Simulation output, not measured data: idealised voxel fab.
process module | voxel ribs on slabs
cross-section cut | 190 nm wide | cells 5 nm
A cross-section is a grid of square cells, given in bands from the top down. A band is one or more rows of cells.
Each band's line starts with the height of the band's top and of its bottom, in nm. Then come its materials from left to right, each with its width in nm. One material with "throughout" fills the band from edge to edge. "air" is empty space.
Height 0 is the level under which the wafer as received is all one material. The lowest band goes on downwards, as in "0 down".
A width such as "30 to 40" changes by the same amount from each row of cells to the next, from the band's top row to its bottom row.
"no change" after a step means that no cell of the cross-section changed.
closed voids: empty space of 8 cells or more with no open way to the top, each as width x height at its distance from the left edge, in nm
after a step's settings: what the simulator itself notes on the step
overlay nm, on a step with a mask: how far to the right of its planned place the mask lay; to the left if negative
plan
1 op RECEIVE | material Si
2 op DIRECTIONAL_DEP | material SiO2 | thk nm 30
3 op DIRECTIONAL_DEP | material SiN | thk nm 25
4 op MASKED_ETCH | tone cover | mask id RIB | width nm 20 | etch materials SiN | depth nm 20 | overlay nm 0
5 op PATTERN | tone cover | mask id SLAB | material resist | width nm 60 | thk nm 20 | overlay nm 0
6 op DIRECTIONAL_ETCH | etch materials SiN | depth nm 5
7 op STRIP | etch materials resist
8 op FILL_DEP | material SiO2 | thk nm 15
9 op CMP | height nm 65
10 op DIRECTIONAL_DEP | material TiN | thk nm 5
11 op DIRECTIONAL_DEP | material aC | thk nm 10
12 op PATTERN | tone cover | mask id HEATER | material resist | width nm 30 | thk nm 25 | overlay nm 0
13 op DIRECTIONAL_ETCH | etch materials aC | depth nm 10
14 op STRIP | etch materials resist
15 op DIRECTIONAL_ETCH | etch materials TiN | depth nm 5
16 op STRIP | etch materials aC
17 op CONFORMAL_DEP | material SiO2 | thk nm 5
as received, after step 1
  0 down: Si throughout
  closed voids: none
first wafer at the end, as planned
  75 to 70: air 75 | SiO2 40 | air 75
  70 to 65: SiO2 80 | TiN 30 | SiO2 80
  65 to 55: SiO2 throughout
  55 to 35: SiO2 85 | SiN 20 | SiO2 85
  35 to 30: SiO2 65 | SiN 60 | SiO2 65
  30 to 0: SiO2 throughout
  0 down: Si throughout
  closed voids: none
second wafer at the end: like start, like plan, one mistake
  75 to 70: air 75 | SiO2 40 | air 75
  70 to 65: SiO2 80 | TiN 30 | SiO2 80
  65 to 55: SiO2 throughout
  55 to 50: SiO2 65 | SiN 20 | SiO2 20 | SiN 20 | SiO2 65
  50 to 35: SiN 85 | SiO2 20 | SiN 85
  35 to 30: SiN throughout
  30 to 0: SiO2 throughout
  0 down: Si throughout
  closed voids: none
what went wrong: step 4 ran as: op MASKED_ETCH | tone open | mask id RIB | width nm 20 | etch materials SiN | depth nm 20 | overlay nm 0
at the end the second wafer has, in cells: 120 more of SiN | 120 fewer of SiO2
